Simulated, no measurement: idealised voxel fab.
voxel wiring stack: a process module
Each square cell in cross-section cut measures 5 nm, and the section as a whole is 230 nm wide.
In this document a cross-section is written as a grid of square cells. It is given as a series of bands, listed from the top down, and a band is one or more rows of cells. Within each band entry, the heights of the top and of the bottom of the band appear first, in that order and in nm; the materials of the band then follow from left to right, each with its corresponding width in nm. The designation "all across" on a single material indicates that it fills the band from edge to edge; the designation "blank" indicates empty space. Below 0: as-received wafer, all one material; heights counted from there. Lowest band: no bottom, goes on down, written "0 -> down". Think of "30..40" as a width that walks from the first number to the second as you go down the band, top row to bottom row, taking equal-sized steps from row to row. Reading "no modification" for a step: not a cell of the cross-section changed in it. This entry, "Closed internal cavities", enumerates those empty regions of no fewer than 8 cells that possess no open connection to the top. Each region is reported in the form width x height at distance, the distance being taken from the left edge, with all three quantities expressed in nm. What comes after the settings on a step's line is commentary from the simulator itself on that step. If you see "overlay nm" on a step's line and that step has a mask, it's telling you how far right of where it was planned the mask ended up; a negative number means it went left instead.
These are the steps we planned for the process:
- 1: RECEIVE [material Si]
- 2: CONFORMAL_DEP [material SiO2] [thk nm 10]
- 3: DIRECTIONAL_DEP [material TiN] [thk nm 5]
- 4: DIRECTIONAL_DEP [material Ru] [thk nm 25]
- 5: PATTERN [tone cover] [mask id METAL_1] [material resist] [width nm 25] [pitch nm 55] [thk nm 20] [overlay nm 0]
- 6: DIRECTIONAL_ETCH [etch materials Ru] [depth nm 25]
- 7: DIRECTIONAL_ETCH [etch materials TiN] [depth nm 5]
- 8: STRIP [etch materials resist]
- 9: FILL_DEP [material SiO2] [thk nm 10]
- 10: CMP [height nm 40]
- 11: CONFORMAL_DEP [material SiCN] [thk nm 5]
- 12: DIRECTIONAL_DEP [material lowk] [thk nm 20]
- 13: MASKED_ETCH [tone open] [mask id PLUG_1] [width nm 15] [pitch nm 55] [etch materials lowk] [depth nm 20] [overlay nm 0]
- 14: MASKED_ETCH [tone open] [mask id PLUG_1] [width nm 15] [pitch nm 55] [etch materials SiCN] [depth nm 5] [overlay nm 0]
- 15: EPI [material Ru] [thk nm 10]
- 16: EPI [material Ru] [thk nm 10]
- 17: EPI [material Ru] [thk nm 5]
- 18: CONFORMAL_DEP [material SiN] [thk nm 5]
- 19: DIRECTIONAL_DEP [material lowk] [thk nm 20]
- 20: MASKED_ETCH [tone open] [mask id METAL_2] [width nm 25] [pitch nm 55] [etch materials lowk] [depth nm 20] [overlay nm 0]
- 21: MASKED_ETCH [tone open] [mask id METAL_2] [width nm 25] [pitch nm 55] [etch materials SiN] [depth nm 5] [overlay nm 0]
- 22: CONFORMAL_DEP [material TiN] [thk nm 5]
- 23: FILL_DEP [material Ru] [thk nm 10]
- 24: CMP [height nm 90]
- 25: EPI [material Ru] [thk nm 5]
- 26: FILL_DEP [material SiCN] [thk nm 5]
- 27: DIRECTIONAL_DEP [material lowk] [thk nm 35]
- 28: DIRECTIONAL_DEP [material aC] [thk nm 10]
- 29: PATTERN [tone open] [mask id METAL_3] [material resist] [width nm 25] [pitch nm 55] [thk nm 25] [overlay nm 0]
- 30: DIRECTIONAL_ETCH [etch materials aC] [depth nm 10]
- 31: STRIP [etch materials resist]
- 32: DIRECTIONAL_ETCH [etch materials lowk] [depth nm 20]
- 33: STRIP [etch materials aC]
- 34: DIRECTIONAL_DEP [material aC] [thk nm 10]
- 35: PATTERN [tone open] [mask id METAL_3_HOLES] [material resist] [width nm 15] [pitch nm 55] [thk nm 30] [overlay nm 0]
- 36: DIRECTIONAL_ETCH [etch materials aC] [depth nm 10]
- 37: STRIP [etch materials resist]
- 38: DIRECTIONAL_ETCH [etch materials lowk] [depth nm 15]
- 39: DIRECTIONAL_ETCH [etch materials SiCN] [depth nm 5]
- 40: STRIP [etch materials aC]
- 41: CONFORMAL_DEP [material TiN] [thk nm 5]
- 42: FILL_DEP [material Cu] [thk nm 10]
- 43: CMP [height nm 135]
- 44: CONFORMAL_DEP [material SiN] [thk nm 5]
As-received wafer cross-section (after step 1):
> 0 -> down = Si all across
> Closed internal cavities: none
Cross-sectional result after module completion. Note: starting condition and plan are unchanged from above; one processing mistake was made:
> 140 -> 135 = SiN all across
> 135 -> 105 = 75 lowk  5 TiN  15 Cu  5 TiN  30 lowk  5 TiN  15 Cu  5 TiN  75 lowk
> 105 -> 100 = 75 lowk  5 TiN  5 Cu  15 TiN  30 lowk  5 TiN  5 Cu  15 TiN  75 lowk
> 100 -> 95 = 75 SiCN  15 TiN  40 SiCN  15 TiN  85 SiCN
> 95 -> 90 = 70 SiCN  35 Ru  20 SiCN  35 Ru  70 SiCN
> 90 -> 70 = 75 lowk  5 TiN  15 Ru  5 TiN  30 lowk  5 TiN  15 Ru  5 TiN  75 lowk
> 70 -> 65 = 75 SiN  25 TiN  30 SiN  25 TiN  75 SiN
> 65 -> 45 = 75 lowk  15 Ru  40 lowk  15 Ru  85 lowk
> 45 -> 40 = 75 SiCN  15 Ru  40 SiCN  15 Ru  85 SiCN
> 40 -> 15 = 75 SiO2  25 Ru  30 SiO2  25 Ru  75 SiO2
> 15 -> 10 = 75 SiO2  25 TiN  30 SiO2  25 TiN  75 SiO2
> 10 -> 0 = SiO2 all across
> 0 -> down = Si all across
> Closed internal cavities: none
Which mistake was made when the wafer was run? step 32 of the plan was performed twice
